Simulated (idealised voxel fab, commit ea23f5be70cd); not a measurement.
Presented below is a process module, voxel capacitor over wiring.
Square cell edge 5 nm, section width 185 nm, ID cut.
Cross-section spec: square-cell grid; bands listed top down; each band is one or more rows.
Quick guide to a band line: top height, bottom height (nm) up front; then every material left to right with its width in nm. Only one material and it's marked "everywhere"? Then it fills the band edge to edge. And "empty" just means empty space.
All heights in this document are referenced to 0, defined as the level beneath which the wafer, as received, consists entirely of one material. The lowest band is not bounded below; it extends indefinitely downward and is written in the form "0 and below".
The width entry "30..40" should be interpreted row by row: the top row of cells in the band takes the first number, the bottom row takes the second number, and the change between adjacent rows is uniform throughout.
When a step is marked "no change", none of the cells in the cross-section changed during that step.
Closed void register: empty space of 8 cells or more with no open way to the top, each as width x height at its distance from the left edge, in nm
Past the settings on a step's line: simulator remark, on that step.
overlay nm: mask offset rightward from planned place, masked step; negative means leftward offset.
Quick note on how to read the rest: it's all pairs. You get the cross-section before a process step and the one after, but the after one only goes down as far as the lowest band that changed. The step in between, with its settings, sits under the pair. Heads up, the pairs can come from different runs of this module on the same starting wafer, so don't assume a pair picks up from the one above unless its "Preceding state" entry says it does.

PRECEDING STATE
  60 down to 55 = TiN everywhere
  55 down to 50 = SiN everywhere
  50 down to 45 = TiN everywhere
  45 down to 35 = SiO2 (50) | TiN (5) | Cu (5) | TiN (5) | SiO2 (120)
  35 down to 30 = SiCN (50) | TiN (15) | SiCN (120)
  30 down to 15 = lowk (35) | TiN (5) | Cu (20) | TiN (5) | lowk (55) | TiN (5) | Cu (20) | TiN (5) | lowk (35)
  15 down to 10 = SiCN (35) | TiN (30) | SiCN (55) | TiN (30) | SiCN (35)
  10 down to 0 = SiO2 everywhere
  0 and below = Si everywhere
  Closed void register: none

STEP RESULT
  80 down to 60 = empty (55) | resist (50) | empty (80)
  Under the height 60 nothing was changed.
  Closed void register: none
The step that takes the structure from the upper cross-section to the lower one is PATTERN [tone cover] [mask id UPPER_PLATE] [material resist] [width nm 50] [thk nm 20] [overlay nm 0]

Preceding state: just use the after drawing of the pair above as your starting point.

STEP RESULT
  80 down to 60 = empty (55) | resist (50) | empty (80)
  60 down to 55 = empty (55) | TiN (50) | empty (80)
  Under the height 55 nothing was changed.
  Closed void register: none
The step that takes the structure from the upper cross-section to the lower one is DIRECTIONAL_ETCH [etch materials TiN] [depth nm 5]

Preceding state: just use the after drawing of the pair above as your starting point.

STEP RESULT
  80 down to 60 = empty (55) | resist (50) | empty (80)
  60 down to 55 = empty (55) | TiN (50) | empty (80)
  55 down to 50 = empty (55) | SiN (50) | empty (80)
  Under the height 50 nothing was changed.
  Closed void register: none
The step that takes the structure from the upper cross-section to the lower one is DIRECTIONAL_ETCH [etch materials SiN] [depth nm 5]

Preceding state: just use the after drawing of the pair above as your starting point.

STEP RESULT
  60 down to 55 = empty (55) | TiN (50) | empty (80)
  Under the height 55 nothing was changed.
  Closed void register: none
The step that takes the structure from the upper cross-section to the lower one is STRIP [etch materials resist]

Preceding state: just use the after drawing of the pair above as your starting point.

STEP RESULT
  80 down to 60 = empty (45) | resist (70) | empty (70)
  60 down to 55 = empty (45) | resist (10) | TiN (50) | resist (10) | empty (70)
  55 down to 50 = empty (45) | resist (10) | SiN (50) | resist (10) | empty (70)
  Under the height 50 nothing was changed.
  Closed void register: none
The step that takes the structure from the upper cross-section to the lower one is PATTERN [tone cover] [mask id LOWER_PLATE] [material resist] [width nm 70] [thk nm 20] [overlay nm 0]

Preceding state: just use the after drawing of the pair above as your starting point.

STEP RESULT
  80 down to 60 = empty (45) | resist (70) | empty (70)
  60 down to 55 = empty (45) | resist (10) | TiN (50) | resist (10) | empty (70)
  55 down to 50 = empty (45) | resist (10) | SiN (50) | resist (10) | empty (70)
  50 down to 45 = empty (45) | TiN (70) | empty (70)
  Under the height 45 nothing was changed.
  Closed void register: none
The step that takes the structure from the upper cross-section to the lower one is DIRECTIONAL_ETCH [etch materials TiN] [depth nm 5]

Preceding state: just use the after drawing of the pair above as your starting point.

STEP RESULT
  60 down to 55 = empty (55) | TiN (50) | empty (80)
  55 down to 50 = empty (55) | SiN (50) | empty (80)
  Under the height 50 nothing was changed.
  Closed void register: none
The step that takes the structure from the upper cross-section to the lower one is STRIP [etch materials resist]

Preceding state: just use the after drawing of the pair above as your starting point.

STEP RESULT
  80 down to 60 = SiO2 everywhere
  60 down to 55 = SiO2 (55) | TiN (50) | SiO2 (80)
  55 down to 50 = SiO2 (55) | SiN (50) | SiO2 (80)
  50 down to 45 = SiO2 (45) | TiN (70) | SiO2 (70)
  Under the height 45 nothing was changed.
  Closed void register: none
The step that takes the structure from the upper cross-section to the lower one is FILL_DEP [material SiO2] [thk nm 20]

Preceding state: just use the after drawing of the pair above as your starting point.

STEP RESULT
  75 down to 60 = SiO2 everywhere
  Under the height 60 nothing was changed.
  Closed void register: none
The step that takes the structure from the upper cross-section to the lower one is CMP [height nm 75]

Preceding state: just use the after drawing of the pair above as your starting point.

STEP RESULT
  75 down to 60 = SiO2 (60) | empty (15) | SiO2 (110)
  Under the height 60 nothing was changed.
  Closed void register: none
The step that takes the structure from the upper cross-section to the lower one is MASKED_ETCH [tone open] [mask id PLUG_2] [width nm 15] [etch materials SiO2] [depth nm 15] [overlay nm 0]

Preceding state: just use the after drawing of the pair above as your starting point.

STEP RESULT
  80 down to 75 = TiN (65) | empty (5) | TiN (115)
  75 down to 65 = SiO2 (60) | TiN (5) | empty (5) | TiN (5) | SiO2 (110)
  65 down to 55 = SiO2 (60..55) | TiN (15..50) | SiO2 (110..80)
  Under the height 55 nothing was changed.
  Closed void register: none
The step that takes the structure from the upper cross-section to the lower one is CONFORMAL_DEP [material TiN] [thk nm 5]

Preceding state: just use the after drawing of the pair above as your starting point.

STEP RESULT
  85 down to 80 = Ru everywhere
  80 down to 75 = TiN (65) | Ru (5) | TiN (115)
  75 down to 65 = SiO2 (60) | TiN (5) | Ru (5) | TiN (5) | SiO2 (110)
  Under the height 65 nothing was changed.
  Closed void register: none
The step that takes the structure from the upper cross-section to the lower one is FILL_DEP [material Ru] [thk nm 5]

Preceding state: just use the after drawing of the pair above as your starting point.

STEP RESULT
  75 down to 65 = SiO2 (60) | TiN (5) | Ru (5) | TiN (5) | SiO2 (110)
  Under the height 65 nothing was changed.
  Closed void register: none
The step that takes the structure from the upper cross-section to the lower one is CMP [height nm 75]

Preceding state: just use the after drawing of the pair above as your starting point.

STEP RESULT
  80 down to 75 = SiCN everywhere
  Under the height 75 nothing was changed.
  Closed void register: none
The step that takes the structure from the upper cross-section to the lower one is CONFORMAL_DEP [material SiCN] [thk nm 5]

PRECEDING STATE
  30 down to 15 = lowk everywhere
  15 down to 10 = SiCN everywhere
  10 down to 0 = SiO2 everywhere
  0 and below = Si everywhere
  Closed void register: none

STEP RESULT
  30 down to 15 = lowk (30) | empty (30) | lowk (55) | empty (30) | lowk (40)
  Under the height 15 nothing was changed.
  Closed void register: none
The step that takes the structure from the upper cross-section to the lower one is MASKED_ETCH [tone open] [mask id METAL_1] [width nm 30] [pitch nm 85] [etch materials lowk] [depth nm 15] [overlay nm -5]

Preceding state: just use the after drawing of the pair above as your starting point.

STEP RESULT
  30 down to 15 = lowk (30) | empty (30) | lowk (55) | empty (30) | lowk (40)
  15 down to 10 = SiCN (35) | empty (25) | SiCN (60) | empty (25) | SiCN (40)
  Under the height 10 nothing was changed.
  Closed void register: none
The step that takes the structure from the upper cross-section to the lower one is MASKED_ETCH [tone open] [mask id METAL_1] [width nm 30] [pitch nm 85] [etch materials SiCN] [depth nm 5] [overlay nm 0]

Preceding state: just use the after drawing of the pair above as your starting point.

STEP RESULT
  35 down to 30 = TiN (35) | empty (20) | TiN (65) | empty (20) | TiN (45)
  30 down to 20 = lowk (30) | TiN (5) | empty (20) | TiN (5) | lowk (55) | TiN (5) | empty (20) | TiN (5) | lowk (40)
  20 down to 15 = lowk (30) | TiN (10) | empty (15) | TiN (5) | lowk (55) | TiN (10) | empty (15) | TiN (5) | lowk (40)
  15 down to 10 = SiCN (35) | TiN (25) | SiCN (60) | TiN (25) | SiCN (40)
  Under the height 10 nothing was changed.
  Closed void register: none
The step that takes the structure from the upper cross-section to the lower one is CONFORMAL_DEP [material TiN] [thk nm 5]

Preceding state: just use the after drawing of the pair above as your starting point.

STEP RESULT
  40 down to 35 = Cu everywhere
  35 down to 30 = TiN (35) | Cu (20) | TiN (65) | Cu (20) | TiN (45)
  30 down to 20 = lowk (30) | TiN (5) | Cu (20) | TiN (5) | lowk (55) | TiN (5) | Cu (20) | TiN (5) | lowk (40)
  20 down to 15 = lowk (30) | TiN (10) | Cu (15) | TiN (5) | lowk (55) | TiN (10) | Cu (15) | TiN (5) | lowk (40)
  Under the height 15 nothing was changed.
  Closed void register: none
The step that takes the structure from the upper cross-section to the lower one is FILL_DEP [material Cu] [thk nm 5]

Preceding state: just use the after drawing of the pair above as your starting point.

STEP RESULT
  30 down to 20 = lowk (30) | TiN (5) | Cu (20) | TiN (5) | lowk (55) | TiN (5) | Cu (20) | TiN (5) | lowk (40)
  Under the height 20 nothing was changed.
  Closed void register: none
The step that takes the structure from the upper cross-section to the lower one is CMP [height nm 30]

Preceding state: just use the after drawing of the pair above as your starting point.

STEP RESULT
  35 down to 30 = SiCN everywhere
  Under the height 30 nothing was changed.
  Closed void register: none
The step that takes the structure from the upper cross-section to the lower one is CONFORMAL_DEP [material SiCN] [thk nm 5]

Preceding state: just use the after drawing of the pair above as your starting point.

STEP RESULT
  45 down to 35 = SiO2 everywhere
  Under the height 35 nothing was changed.
  Closed void register: none
The step that takes the structure from the upper cross-section to the lower one is DIRECTIONAL_DEP [material SiO2] [thk nm 10]

Preceding state: just use the after drawing of the pair above as your starting point.

STEP RESULT
  65 down to 45 = resist (50) | empty (15) | resist (120)
  Under the height 45 nothing was changed.
  Closed void register: none
The step that takes the structure from the upper cross-section to the lower one is PATTERN [tone open] [mask id PLUG_1] [material resist] [width nm 15] [thk nm 20] [overlay nm 0]

Preceding state: just use the after drawing of the pair above as your starting point.

STEP RESULT
  65 down to 45 = resist (50) | empty (15) | resist (120)
  45 down to 35 = SiO2 (50) | empty (15) | SiO2 (120)
  Under the height 35 nothing was changed.
  Closed void register: none
The step that takes the structure from the upper cross-section to the lower one is DIRECTIONAL_ETCH [etch materials SiO2] [depth nm 10]

Preceding state: just use the after drawing of the pair above as your starting point.

STEP RESULT
  65 down to 45 = resist (50) | empty (15) | resist (120)
  45 down to 35 = SiO2 (50) | empty (15) | SiO2 (120)
  35 down to 30 = SiCN (50) | empty (15) | SiCN (120)
  Under the height 30 nothing was changed.
  Closed void register: none
The step that takes the structure from the upper cross-section to the lower one is DIRECTIONAL_ETCH [etch materials SiCN] [depth nm 5]

Preceding state: just use the after drawing of the pair above as your starting point.

STEP RESULT
  45 down to 35 = SiO2 (50) | empty (15) | SiO2 (120)
  Under the height 35 nothing was changed.
  Closed void register: none
The step that takes the structure from the upper cross-section to the lower one is STRIP [etch materials resist]

Preceding state: just use the after drawing of the pair above as your starting point.

STEP RESULT
  50 down to 45 = TiN (55) | empty (5) | TiN (125)
  45 down to 35 = SiO2 (50) | TiN (5) | empty (5) | TiN (5) | SiO2 (120)
  35 down to 30 = SiCN (50) | TiN (15) | SiCN (120)
  Under the height 30 nothing was changed.
  Closed void register: none
The step that takes the structure from the upper cross-section to the lower one is CONFORMAL_DEP [material TiN] [thk nm 5]

Preceding state: just use the after drawing of the pair above as your starting point.

STEP RESULT
  55 down to 50 = Cu everywhere
  50 down to 45 = TiN (55) | Cu (5) | TiN (125)
  45 down to 35 = SiO2 (50) | TiN (5) | Cu (5) | TiN (5) | SiO2 (120)
  Under the height 35 nothing was changed.
  Closed void register: none
The step that takes the structure from the upper cross-section to the lower one is FILL_DEP [material Cu] [thk nm 5]

Preceding state: just use the after drawing of the pair above as your starting point.

STEP RESULT
  45 down to 35 = SiO2 (50) | TiN (5) | Cu (5) | TiN (5) | SiO2 (120)
  Under the height 35 nothing was changed.
  Closed void register: none
The step that takes the structure from the upper cross-section to the lower one is CMP [height nm 45]

Preceding state: just use the after drawing of the pair above as your starting point.

STEP RESULT
  50 down to 45 = TiN everywhere
  Under the height 45 nothing was changed.
  Closed void register: none
The step that takes the structure from the upper cross-section to the lower one is DIRECTIONAL_DEP [material TiN] [thk nm 5]

Preceding state: just use the after drawing of the pair above as your starting point.

STEP RESULT
  55 down to 50 = SiN everywhere
  Under the height 50 nothing was changed.
  Closed void register: none
The step that takes the structure from the upper cross-section to the lower one is DIRECTIONAL_DEP [material SiN] [thk nm 5]

Preceding state: just use the after drawing of the pair above as your starting point.

STEP RESULT
  60 down to 55 = TiN everywhere
  Under the height 55 nothing was changed.
  Closed void register: none
The step that takes the structure from the upper cross-section to the lower one is DIRECTIONAL_DEP [material TiN] [thk nm 5]

Preceding state: just use the after drawing of the pair above as your starting point.

STEP RESULT
  80 down to 60 = empty (50) | resist (60) | empty (75)
  Under the height 60 nothing was changed.
  Closed void register: none
The step that takes the structure from the upper cross-section to the lower one is PATTERN [tone cover] [mask id UPPER_PLATE] [material resist] [width nm 60] [thk nm 20] [overlay nm 0]

Preceding state: just use the after drawing of the pair above as your starting point.

STEP RESULT
  80 down to 60 = empty (50) | resist (60) | empty (75)
  60 down to 55 = empty (50) | TiN (60) | empty (75)
  Under the height 55 nothing was changed.
  Closed void register: none
The step that takes the structure from the upper cross-section to the lower one is DIRECTIONAL_ETCH [etch materials TiN] [depth nm 5]

Preceding state: just use the after drawing of the pair above as your starting point.

STEP RESULT
  80 down to 60 = empty (50) | resist (60) | empty (75)
  60 down to 55 = empty (50) | TiN (60) | empty (75)
  55 down to 50 = empty (50) | SiN (60) | empty (75)
  Under the height 50 nothing was changed.
  Closed void register: none
The step that takes the structure from the upper cross-section to the lower one is DIRECTIONAL_ETCH [etch materials SiN] [depth nm 5]

Preceding state: just use the after drawing of the pair above as your starting point.

STEP RESULT
  60 down to 55 = empty (50) | TiN (60) | empty (75)
  Under the height 55 nothing was changed.
  Closed void register: none
The step that takes the structure from the upper cross-section to the lower one is STRIP [etch materials resist]

Preceding state: just use the after drawing of the pair above as your starting point.

STEP RESULT
  80 down to 60 = empty (45) | resist (70) | empty (70)
  60 down to 55 = empty (45) | resist (5) | TiN (60) | resist (5) | empty (70)
  55 down to 50 = empty (45) | resist (5) | SiN (60) | resist (5) | empty (70)
  Under the height 50 nothing was changed.
  Closed void register: none
The step that takes the structure from the upper cross-section to the lower one is PATTERN [tone cover] [mask id LOWER_PLATE] [material resist] [width nm 70] [thk nm 20] [overlay nm 0]

Preceding state: just use the after drawing of the pair above as your starting point.

STEP RESULT
  80 down to 60 = empty (45) | resist (70) | empty (70)
  60 down to 55 = empty (45) | resist (5) | TiN (60) | resist (5) | empty (70)
  55 down to 50 = empty (45) | resist (5) | SiN (60) | resist (5) | empty (70)
  50 down to 45 = empty (45) | TiN (70) | empty (70)
  Under the height 45 nothing was changed.
  Closed void register: none
The step that takes the structure from the upper cross-section to the lower one is DIRECTIONAL_ETCH [etch materials TiN] [depth nm 5]

Preceding state: just use the after drawing of the pair above as your starting point.

STEP RESULT
  60 down to 55 = empty (50) | TiN (60) | empty (75)
  55 down to 50 = empty (50) | SiN (60) | empty (75)
  Under the height 50 nothing was changed.
  Closed void register: none
The step that takes the structure from the upper cross-section to the lower one is STRIP [etch materials resist]

Preceding state: just use the after drawing of the pair above as your starting point.

STEP RESULT
  80 down to 60 = SiO2 everywhere
  60 down to 55 = SiO2 (50) | TiN (60) | SiO2 (75)
  55 down to 50 = SiO2 (50) | SiN (60) | SiO2 (75)
  50 down to 45 = SiO2 (45) | TiN (70) | SiO2 (70)
  Under the height 45 nothing was changed.
  Closed void register: none
The step that takes the structure from the upper cross-section to the lower one is FILL_DEP [material SiO2] [thk nm 20]

Preceding state: just use the after drawing of the pair above as your starting point.

STEP RESULT
  75 down to 60 = SiO2 everywhere
  Under the height 60 nothing was changed.
  Closed void register: none
The step that takes the structure from the upper cross-section to the lower one is CMP [height nm 75]

Preceding state: just use the after drawing of the pair above as your starting point.

STEP RESULT
  75 down to 60 = SiO2 (60) | empty (15) | SiO2 (110)
  Under the height 60 nothing was changed.
  Closed void register: none
The step that takes the structure from the upper cross-section to the lower one is MASKED_ETCH [tone open] [mask id PLUG_2] [width nm 15] [etch materials SiO2] [depth nm 15] [overlay nm 0]

Preceding state: just use the after drawing of the pair above as your starting point.

STEP RESULT
  80 down to 75 = TiN (65) | empty (5) | TiN (115)
  75 down to 65 = SiO2 (60) | TiN (5) | empty (5) | TiN (5) | SiO2 (110)
  65 down to 55 = SiO2 (60..50) | TiN (15..60) | SiO2 (110..75)
  Under the height 55 nothing was changed.
  Closed void register: none
The step that takes the structure from the upper cross-section to the lower one is CONFORMAL_DEP [material TiN] [thk nm 5]

Preceding state: just use the after drawing of the pair above as your starting point.

STEP RESULT
  85 down to 80 = Ru everywhere
  80 down to 75 = TiN (65) | Ru (5) | TiN (115)
  75 down to 65 = SiO2 (60) | TiN (5) | Ru (5) | TiN (5) | SiO2 (110)
  Under the height 65 nothing was changed.
  Closed void register: none
The step that takes the structure from the upper cross-section to the lower one is FILL_DEP [material Ru] [thk nm 5]

Preceding state: just use the after drawing of the pair above as your starting point.

STEP RESULT
  75 down to 65 = SiO2 (60) | TiN (5) | Ru (5) | TiN (5) | SiO2 (110)
  Under the height 65 nothing was changed.
  Closed void register: none
The step that takes the structure from the upper cross-section to the lower one is CMP [height nm 75]

Preceding state: just use the after drawing of the pair above as your starting point.

STEP RESULT
  80 down to 75 = SiCN everywhere
  Under the height 75 nothing was changed.
  Closed void register: none
The step that takes the structure from the upper cross-section to the lower one is CONFORMAL_DEP [material SiCN] [thk nm 5]

PRECEDING STATE
  35 down to 30 = TiN (40) | empty (20) | TiN (65) | empty (20) | TiN (40)
  30 down to 15 = lowk (35) | TiN (5) | empty (20) | TiN (5) | lowk (55) | TiN (5) | empty (20) | TiN (5) | lowk (35)
  15 down to 10 = SiCN (35) | TiN (30) | SiCN (55) | TiN (30) | SiCN (35)
  10 down to 0 = SiO2 everywhere
  0 and below = Si everywhere
  Closed void register: none

STEP RESULT
  40 down to 35 = SiO2 everywhere
  35 down to 30 = TiN (40) | SiO2 (20) | TiN (65) | SiO2 (20) | TiN (40)
  30 down to 15 = lowk (35) | TiN (5) | SiO2 (20) | TiN (5) | lowk (55) | TiN (5) | SiO2 (20) | TiN (5) | lowk (35)
  Under the height 15 nothing was changed.
  Closed void register: none
The step that takes the structure from the upper cross-section to the lower one is FILL_DEP [material SiO2] [thk nm 5]

Preceding state: just use the after drawing of the pair above as your starting point.

STEP RESULT
  30 down to 15 = lowk (35) | TiN (5) | SiO2 (20) | TiN (5) | lowk (55) | TiN (5) | SiO2 (20) | TiN (5) | lowk (35)
  Under the height 15 nothing was changed.
  Closed void register: none
The step that takes the structure from the upper cross-section to the lower one is CMP [height nm 30]

Preceding state: just use the after drawing of the pair above as your starting point.

STEP RESULT
  35 down to 30 = SiCN everywhere
  Under the height 30 nothing was changed.
  Closed void register: none
The step that takes the structure from the upper cross-section to the lower one is CONFORMAL_DEP [material SiCN] [thk nm 5]

Preceding state: just use the after drawing of the pair above as your starting point.

STEP RESULT
  45 down to 35 = SiO2 everywhere
  Under the height 35 nothing was changed.
  Closed void register: none
The step that takes the structure from the upper cross-section to the lower one is DIRECTIONAL_DEP [material SiO2] [thk nm 10]

Preceding state: just use the after drawing of the pair above as your starting point.

STEP RESULT
  65 down to 45 = resist (50) | empty (15) | resist (120)
  Under the height 45 nothing was changed.
  Closed void register: none
The step that takes the structure from the upper cross-section to the lower one is PATTERN [tone open] [mask id PLUG_1] [material resist] [width nm 15] [thk nm 20] [overlay nm 0]

Preceding state: just use the after drawing of the pair above as your starting point.

STEP RESULT
  65 down to 45 = resist (50) | empty (15) | resist (120)
  45 down to 35 = SiO2 (50) | empty (15) | SiO2 (120)
  Under the height 35 nothing was changed.
  Closed void register: none
The step that takes the structure from the upper cross-section to the lower one is DIRECTIONAL_ETCH [etch materials SiO2] [depth nm 10]

Preceding state: just use the after drawing of the pair above as your starting point.

STEP RESULT
  65 down to 45 = resist (50) | empty (15) | resist (120)
  45 down to 35 = SiO2 (50) | empty (15) | SiO2 (120)
  35 down to 30 = SiCN (50) | empty (15) | SiCN (120)
  Under the height 30 nothing was changed.
  Closed void register: none
The step that takes the structure from the upper cross-section to the lower one is DIRECTIONAL_ETCH [etch materials SiCN] [depth nm 5]

Preceding state: just use the after drawing of the pair above as your starting point.

STEP RESULT
  45 down to 35 = SiO2 (50) | empty (15) | SiO2 (120)
  Under the height 35 nothing was changed.
  Closed void register: none
The step that takes the structure from the upper cross-section to the lower one is STRIP [etch materials resist]

Preceding state: just use the after drawing of the pair above as your starting point.

STEP RESULT
  50 down to 45 = TiN (55) | empty (5) | TiN (125)
  45 down to 35 = SiO2 (50) | TiN (5) | empty (5) | TiN (5) | SiO2 (120)
  35 down to 30 = SiCN (50) | TiN (15) | SiCN (120)
  Under the height 30 nothing was changed.
  Closed void register: none
The step that takes the structure from the upper cross-section to the lower one is CONFORMAL_DEP [material TiN] [thk nm 5]

Preceding state: just use the after drawing of the pair above as your starting point.

STEP RESULT
  55 down to 50 = Cu everywhere
  50 down to 45 = TiN (55) | Cu (5) | TiN (125)
  45 down to 35 = SiO2 (50) | TiN (5) | Cu (5) | TiN (5) | SiO2 (120)
  Under the height 35 nothing was changed.
  Closed void register: none
The step that takes the structure from the upper cross-section to the lower one is FILL_DEP [material Cu] [thk nm 5]

Preceding state: just use the after drawing of the pair above as your starting point.

STEP RESULT
  45 down to 35 = SiO2 (50) | TiN (5) | Cu (5) | TiN (5) | SiO2 (120)
  Under the height 35 nothing was changed.
  Closed void register: none
The step that takes the structure from the upper cross-section to the lower one is CMP [height nm 45]

Preceding state: just use the after drawing of the pair above as your starting point.

STEP RESULT
  50 down to 45 = TiN everywhere
  Under the height 45 nothing was changed.
  Closed void register: none
The step that takes the structure from the upper cross-section to the lower one is DIRECTIONAL_DEP [material TiN] [thk nm 5]

Preceding state: just use the after drawing of the pair above as your starting point.

STEP RESULT
  55 down to 50 = SiN everywhere
  Under the height 50 nothing was changed.
  Closed void register: none
The step that takes the structure from the upper cross-section to the lower one is DIRECTIONAL_DEP [material SiN] [thk nm 5]

Preceding state: just use the after drawing of the pair above as your starting point.

STEP RESULT
  60 down to 55 = TiN everywhere
  Under the height 55 nothing was changed.
  Closed void register: none
The step that takes the structure from the upper cross-section to the lower one is DIRECTIONAL_DEP [material TiN] [thk nm 5]

Preceding state: just use the after drawing of the pair above as your starting point.

STEP RESULT
  80 down to 60 = empty (50) | resist (60) | empty (75)
  Under the height 60 nothing was changed.
  Closed void register: none
The step that takes the structure from the upper cross-section to the lower one is PATTERN [tone cover] [mask id UPPER_PLATE] [material resist] [width nm 60] [thk nm 20] [overlay nm 0]

Preceding state: just use the after drawing of the pair above as your starting point.

STEP RESULT
  80 down to 60 = empty (50) | resist (60) | empty (75)
  60 down to 55 = empty (50) | TiN (60) | empty (75)
  Under the height 55 nothing was changed.
  Closed void register: none
The step that takes the structure from the upper cross-section to the lower one is DIRECTIONAL_ETCH [etch materials TiN] [depth nm 5]

Preceding state: just use the after drawing of the pair above as your starting point.

STEP RESULT
  80 down to 60 = empty (50) | resist (60) | empty (75)
  60 down to 55 = empty (50) | TiN (60) | empty (75)
  55 down to 50 = empty (50) | SiN (60) | empty (75)
  Under the height 50 nothing was changed.
  Closed void register: none
The step that takes the structure from the upper cross-section to the lower one is DIRECTIONAL_ETCH [etch materials SiN] [depth nm 5]

Preceding state: just use the after drawing of the pair above as your starting point.

STEP RESULT
  60 down to 55 = empty (50) | TiN (60) | empty (75)
  Under the height 55 nothing was changed.
  Closed void register: none
The step that takes the structure from the upper cross-section to the lower one is STRIP [etch materials resist]

Preceding state: just use the after drawing of the pair above as your starting point.

STEP RESULT
  80 down to 60 = empty (45) | resist (70) | empty (70)
  60 down to 55 = empty (45) | resist (5) | TiN (60) | resist (5) | empty (70)
  55 down to 50 = empty (45) | resist (5) | SiN (60) | resist (5) | empty (70)
  Under the height 50 nothing was changed.
  Closed void register: none
The step that takes the structure from the upper cross-section to the lower one is PATTERN [tone cover] [mask id LOWER_PLATE] [material resist] [width nm 70] [thk nm 20] [overlay nm 0]

Preceding state: just use the after drawing of the pair above as your starting point.

STEP RESULT
  80 down to 60 = empty (45) | resist (70) | empty (70)
  60 down to 55 = empty (45) | resist (5) | TiN (60) | resist (5) | empty (70)
  55 down to 50 = empty (45) | resist (5) | SiN (60) | resist (5) | empty (70)
  50 down to 45 = empty (45) | TiN (70) | empty (70)
  Under the height 45 nothing was changed.
  Closed void register: none
The step that takes the structure from the upper cross-section to the lower one is DIRECTIONAL_ETCH [etch materials TiN] [depth nm 5]

Preceding state: just use the after drawing of the pair above as your starting point.

STEP RESULT
  60 down to 55 = empty (50) | TiN (60) | empty (75)
  55 down to 50 = empty (50) | SiN (60) | empty (75)
  Under the height 50 nothing was changed.
  Closed void register: none
The step that takes the structure from the upper cross-section to the lower one is STRIP [etch materials resist]

Preceding state: just use the after drawing of the pair above as your starting point.

STEP RESULT
  80 down to 60 = SiO2 everywhere
  60 down to 55 = SiO2 (50) | TiN (60) | SiO2 (75)
  55 down to 50 = SiO2 (50) | SiN (60) | SiO2 (75)
  50 down to 45 = SiO2 (45) | TiN (70) | SiO2 (70)
  Under the height 45 nothing was changed.
  Closed void register: none
The step that takes the structure from the upper cross-section to the lower one is FILL_DEP [material SiO2] [thk nm 20]

Preceding state: just use the after drawing of the pair above as your starting point.

STEP RESULT
  75 down to 60 = SiO2 everywhere
  Under the height 60 nothing was changed.
  Closed void register: none
The step that takes the structure from the upper cross-section to the lower one is CMP [height nm 75]

Preceding state: just use the after drawing of the pair above as your starting point.

STEP RESULT
  75 down to 60 = SiO2 (60) | empty (15) | SiO2 (110)
  Under the height 60 nothing was changed.
  Closed void register: none
The step that takes the structure from the upper cross-section to the lower one is MASKED_ETCH [tone open] [mask id PLUG_2] [width nm 15] [etch materials SiO2] [depth nm 15] [overlay nm 0]

Preceding state: just use the after drawing of the pair above as your starting point.

STEP RESULT
  80 down to 75 = TiN (65) | empty (5) | TiN (115)
  75 down to 65 = SiO2 (60) | TiN (5) | empty (5) | TiN (5) | SiO2 (110)
  65 down to 55 = SiO2 (60..50) | TiN (15..60) | SiO2 (110..75)
  Under the height 55 nothing was changed.
  Closed void register: none
The step that takes the structure from the upper cross-section to the lower one is CONFORMAL_DEP [material TiN] [thk nm 5]

Preceding state: just use the after drawing of the pair above as your starting point.

STEP RESULT
  85 down to 80 = Ru everywhere
  80 down to 75 = TiN (65) | Ru (5) | TiN (115)
  75 down to 65 = SiO2 (60) | TiN (5) | Ru (5) | TiN (5) | SiO2 (110)
  Under the height 65 nothing was changed.
  Closed void register: none
The step that takes the structure from the upper cross-section to the lower one is FILL_DEP [material Ru] [thk nm 5]

Preceding state: just use the after drawing of the pair above as your starting point.

STEP RESULT
  75 down to 65 = SiO2 (60) | TiN (5) | Ru (5) | TiN (5) | SiO2 (110)
  Under the height 65 nothing was changed.
  Closed void register: none
The step that takes the structure from the upper cross-section to the lower one is CMP [height nm 75]

Preceding state: just use the after drawing of the pair above as your starting point.

STEP RESULT
  80 down to 75 = SiCN everywhere
  Under the height 75 nothing was changed.
  Closed void register: none
The step that takes the structure from the upper cross-section to the lower one is CONFORMAL_DEP [material SiCN] [thk nm 5]

PRECEDING STATE
  45 down to 35 = SiO2 everywhere
  35 down to 30 = SiCN everywhere
  30 down to 15 = lowk (35) | TiN (5) | Cu (20) | TiN (5) | lowk (55) | TiN (5) | Cu (20) | TiN (5) | lowk (35)
  15 down to 10 = SiCN (35) | TiN (30) | SiCN (55) | TiN (30) | SiCN (35)
  10 down to 0 = SiO2 everywhere
  0 and below = Si everywhere
  Closed void register: none

STEP RESULT
  65 down to 45 = empty (50) | resist (15) | empty (120)
  Under the height 45 nothing was changed.
  Closed void register: none
The step that takes the structure from the upper cross-section to the lower one is PATTERN [tone cover] [mask id PLUG_1] [material resist] [width nm 15] [thk nm 20] [overlay nm 0]

Preceding state: just use the after drawing of the pair above as your starting point.

STEP RESULT
  65 down to 45 = empty (50) | resist (15) | empty (120)
  45 down to 35 = empty (50) | SiO2 (15) | empty (120)
  Under the height 35 nothing was changed.
  Closed void register: none
The step that takes the structure from the upper cross-section to the lower one is DIRECTIONAL_ETCH [etch materials SiO2] [depth nm 10]

Preceding state: just use the after drawing of the pair above as your starting point.

STEP RESULT
  65 down to 45 = empty (50) | resist (15) | empty (120)
  45 down to 35 = empty (50) | SiO2 (15) | empty (120)
  35 down to 30 = empty (50) | SiCN (15) | empty (120)
  Under the height 30 nothing was changed.
  Closed void register: none
The step that takes the structure from the upper cross-section to the lower one is DIRECTIONAL_ETCH [etch materials SiCN] [depth nm 5]

Preceding state: just use the after drawing of the pair above as your starting point.

STEP RESULT
  45 down to 35 = empty (50) | SiO2 (15) | empty (120)
  Under the height 35 nothing was changed.
  Closed void register: none
The step that takes the structure from the upper cross-section to the lower one is STRIP [etch materials resist]

Preceding state: just use the after drawing of the pair above as your starting point.

STEP RESULT
  50 down to 45 = empty (45) | TiN (25) | empty (115)
  45 down to 35 = empty (45) | TiN (5) | SiO2 (15) | TiN (5) | empty (115)
  35 down to 30 = TiN (50) | SiCN (15) | TiN (120)
  Under the height 30 nothing was changed.
  Closed void register: none
The step that takes the structure from the upper cross-section to the lower one is CONFORMAL_DEP [material TiN] [thk nm 5]

Preceding state: just use the after drawing of the pair above as your starting point.

STEP RESULT
  55 down to 50 = Cu everywhere
  50 down to 45 = Cu (45) | TiN (25) | Cu (115)
  45 down to 35 = Cu (45) | TiN (5) | SiO2 (15) | TiN (5) | Cu (115)
  Under the height 35 nothing was changed.
  Closed void register: none
The step that takes the structure from the upper cross-section to the lower one is FILL_DEP [material Cu] [thk nm 5]

Preceding state: just use the after drawing of the pair above as your starting point.

STEP RESULT
  45 down to 35 = Cu (45) | TiN (5) | SiO2 (15) | TiN (5) | Cu (115)
  Under the height 35 nothing was changed.
  Closed void register: none
The step that takes the structure from the upper cross-section to the lower one is CMP [height nm 45]
